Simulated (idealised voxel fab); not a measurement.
process module | voxel released beams
This is section cut - it's 295 nm across, gridded in 5 nm square cells.
Cross-section layout: square cells on a grid; listed as bands, top to bottom; a band spans one or more cell rows. Look at the band entry: it leads with the top's height and the bottom's height in nm. Then it lists the materials left to right, with a width in nm for each. The word "full width" on a single material says that material fills the band edge to edge. The word "blank" is empty space. Counting heights begins at 0, where everything beneath is, in the wafer as received, one material. The lowest band has no bottom; it goes on downwards, as "from 0 down" shows. A width such as "30->40" changes by the same amount from each row of cells to the next, from the band's top row to its bottom row. Step marked "stayed the same"? Then no cell in the cross-section changed in it. The list in "Enclosed cavities" covers empty spaces of 8 cells or more that cannot reach the top through any open way, and it gives each as width x height at distance; the distance is from the left edge, and width, height and distance are in nm. Read whatever lies past the settings on a step's line as the simulator's own remark about the step. You can add "overlay nm" to a step's line. For a step with a mask, it describes how far the mask lay to the right of its planned position, and a negative number describes a lay to the left.

[List of planned process steps]
1) RECEIVE (material Si)
2) CONFORMAL_DEP (material Al2O3; thk nm 10)
3) DIRECTIONAL_DEP (material SiO2; thk nm 15)
4) PATTERN (tone open; mask id ANCHOR; material resist; width nm 35; thk nm 20; overlay nm 0)
5) DIRECTIONAL_ETCH (etch materials SiO2; depth nm 15)
6) STRIP (etch materials resist)
7) CONFORMAL_DEP (material SiN; thk nm 15)
8) DIRECTIONAL_DEP (material aC; thk nm 15)
9) PATTERN (tone cover; mask id BEAM; material resist; width nm 115; thk nm 30; overlay nm 0)
10) DIRECTIONAL_ETCH (etch materials aC; depth nm 15)
11) STRIP (etch materials resist)
12) DIRECTIONAL_ETCH (etch materials SiN; depth nm 15)
13) STRIP (etch materials aC)
14) STRIP (etch materials SiO2)

[Below: the first of two wafers, run as planned]

[Incoming wafer in cross-section (state: after step 1)]
from 0 down  Si full width
Enclosed cavities: none

[Presented here is a cross-section of the wafer after step 2 has been performed]
from 10 to 0  Al2O3 full width
Everything below 0 is unchanged.

[Presented here is a cross-section of the wafer after step 3 has been performed]
from 25 to 10  SiO2 full width
Everything below 10 is unchanged.

[Presented here is a cross-section of the wafer after step 4 has been performed]
from 45 to 25  resist 90 nm | blank 35 nm | resist 170 nm
Everything below 25 is unchanged.

[Presented here is a cross-section of the wafer after step 5 has been performed]
from 45 to 25  resist 90 nm | blank 35 nm | resist 170 nm
from 25 to 10  SiO2 90 nm | blank 35 nm | SiO2 170 nm
Everything below 10 is unchanged.

[Presented here is a cross-section of the wafer after step 6 has been performed]
from 25 to 10  SiO2 90 nm | blank 35 nm | SiO2 170 nm
Everything below 10 is unchanged.

[Presented here is a cross-section of the wafer after step 7 has been performed]
from 40 to 25  SiN 105 nm | blank 5 nm | SiN 185 nm
from 25 to 10  SiO2 90 nm | SiN 35 nm | SiO2 170 nm
Everything below 10 is unchanged.

[Presented here is a cross-section of the wafer after step 8 has been performed]
from 55 to 40  aC 105 nm | blank 5 nm | aC 185 nm
from 40 to 25  SiN 105 nm | aC 5 nm | SiN 185 nm
Everything below 25 is unchanged.

[Presented here is a cross-section of the wafer after step 9 has been performed]
from 85 to 55  blank 85 nm | resist 115 nm | blank 95 nm
from 55 to 40  aC 105 nm | resist 5 nm | aC 185 nm
Everything below 40 is unchanged.

[Presented here is a cross-section of the wafer after step 10 has been performed]
from 70 to 55  blank 85 nm | resist 115 nm | blank 95 nm
from 55 to 40  blank 85 nm | aC 20 nm | resist 5 nm | aC 90 nm | blank 95 nm
Everything below 40 is unchanged.

[Presented here is a cross-section of the wafer after step 11 has been performed]
from 55 to 40  blank 85 nm | aC 20 nm | blank 5 nm | aC 90 nm | blank 95 nm
Everything below 40 is unchanged.

[Presented here is a cross-section of the wafer after step 12 has been performed]
from 55 to 40  blank 85 nm | aC 20 nm | blank 5 nm | aC 90 nm | blank 95 nm
from 40 to 25  blank 85 nm | SiN 20 nm | aC 5 nm | SiN 90 nm | blank 95 nm
Everything below 25 is unchanged.

[Presented here is a cross-section of the wafer after step 13 has been performed]
from 40 to 25  blank 85 nm | SiN 20 nm | blank 5 nm | SiN 90 nm | blank 95 nm
Everything below 25 is unchanged.

[Presented here is a cross-section of the wafer after step 14 has been performed]
from 40 to 25  blank 85 nm | SiN 20 nm | blank 5 nm | SiN 90 nm | blank 95 nm
from 25 to 10  blank 90 nm | SiN 35 nm | blank 170 nm
Everything below 10 is unchanged.

[The Second Wafer: Common Origin and Plan, One Mistake in Execution, Identical to the First Through Step 1]

[Cross-sectional view of the second wafer at the intended end time of process step 2]
from 10 to 0  SiO2 full width
Everything below 0 is unchanged.

[Cross-sectional view of the second wafer at the intended end time of process step 3]
from 25 to 0  SiO2 full width
Everything below 0 is unchanged.

[Cross-sectional view of the second wafer at the intended end time of process step 4]
from 45 to 25  resist 90 nm | blank 35 nm | resist 170 nm
Everything below 25 is unchanged.

[Cross-sectional view of the second wafer at the intended end time of process step 5]
from 45 to 25  resist 90 nm | blank 35 nm | resist 170 nm
from 25 to 10  SiO2 90 nm | blank 35 nm | SiO2 170 nm
Everything below 10 is unchanged.

[Cross-sectional view of the second wafer at the intended end time of process step 6]
from 25 to 10  SiO2 90 nm | blank 35 nm | SiO2 170 nm
Everything below 10 is unchanged.

[Cross-sectional view of the second wafer at the intended end time of process step 7]
from 40 to 25  SiN 105 nm | blank 5 nm | SiN 185 nm
from 25 to 10  SiO2 90 nm | SiN 35 nm | SiO2 170 nm
Everything below 10 is unchanged.

[Cross-sectional view of the second wafer at the intended end time of process step 8]
from 55 to 40  aC 105 nm | blank 5 nm | aC 185 nm
from 40 to 25  SiN 105 nm | aC 5 nm | SiN 185 nm
Everything below 25 is unchanged.

[Cross-sectional view of the second wafer at the intended end time of process step 9]
from 85 to 55  blank 85 nm | resist 115 nm | blank 95 nm
from 55 to 40  aC 105 nm | resist 5 nm | aC 185 nm
Everything below 40 is unchanged.

[Cross-sectional view of the second wafer at the intended end time of process step 10]
from 70 to 55  blank 85 nm | resist 115 nm | blank 95 nm
from 55 to 40  blank 85 nm | aC 20 nm | resist 5 nm | aC 90 nm | blank 95 nm
Everything below 40 is unchanged.

[Cross-sectional view of the second wafer at the intended end time of process step 11]
from 55 to 40  blank 85 nm | aC 20 nm | blank 5 nm | aC 90 nm | blank 95 nm
Everything below 40 is unchanged.

[Cross-sectional view of the second wafer at the intended end time of process step 12]
from 55 to 40  blank 85 nm | aC 20 nm | blank 5 nm | aC 90 nm | blank 95 nm
from 40 to 25  blank 85 nm | SiN 20 nm | aC 5 nm | SiN 90 nm | blank 95 nm
Everything below 25 is unchanged.

[Cross-sectional view of the second wafer at the intended end time of process step 13]
from 40 to 25  blank 85 nm | SiN 20 nm | blank 5 nm | SiN 90 nm | blank 95 nm
Everything below 25 is unchanged.

[Cross-sectional view of the second wafer at the intended end time of process step 14]
from 0 down  Si full width
Against the plan, the run slipped here: off-plan run, step 2, actual operation and settings CONFORMAL_DEP (material SiO2; thk nm 10)
End check, counted in cells, second wafer has more or fewer of these materials than the first: 118 fewer of Al2O3, 87 fewer of SiN
